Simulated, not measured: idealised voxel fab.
The name of this process module is voxel tone inversion.
Pictured: cross-section cut, 160 nm wide, on a grid of 5 nm square cells.
A cross-section is a grid of square cells, given in bands from the top down. A band is one or more rows of cells.
A band entry consists of two parts. The first gives the height of the band's top and the height of its bottom, in nm. The rest lists the band's materials from left to right, each with its width in nm. A single material labelled with the word "all across" fills the band from edge to edge, and the word "empty" marks empty space.
The level at which height equals 0 is the one under which the wafer, as it arrives, is entirely one material. No lower edge exists for the bottom band, which continues downward and is notated as in "from 0 down".
Note: "30 to 40" means the width goes from the first number (top row of the band) to the second number (bottom row) in equal steps per row of cells.
For the purposes of this document, the phrase "nothing got changed" attached to a step denotes that no cell within the cross-section was modified by that step.
Look at "Sealed voids" for the closed voids: empty spaces with no open path to the top, sized 8 cells or up. Each is width x height at distance, distance from the left edge, all nm.
Post-settings text on a step line: simulator's own remark regarding the step.
overlay nm: step with mask; distance mask lay right of planned place; negative value = left of planned place.
Set out below are the planned steps of the process:
step 1: op RECEIVE | material Si
step 2: op CONFORMAL_DEP | material SiCN | thk nm 5
step 3: op DIRECTIONAL_DEP | material polySi | thk nm 25
step 4: op PATTERN | tone cover | mask id POSTS | material resist | width nm 25 | pitch nm 50 | thk nm 35 | overlay nm 0
step 5: op DIRECTIONAL_ETCH | etch materials polySi | depth nm 25
step 6: op STRIP | etch materials resist
step 7: op FILL_DEP | material SiO2 | thk nm 10
step 8: op CMP | height nm 30
step 9: op STRIP | etch materials polySi
Cross-section, incoming material, after step 1:
> from 0 down  Si all across
> Sealed voids: none
End state of the module in cross-section, given the above starting point and plan and one mistake in execution:
> from 30 to 5  40 of SiCN / 25 of empty / 25 of SiCN / 25 of empty / 45 of SiCN
> from 5 to 0  SiCN all across
> from 0 down  Si all across
> Sealed voids: none
Finding, execution versus plan: step 7 was run on a setting that differed from the plan, and what really ran there is op FILL_DEP | material SiCN | thk nm 10
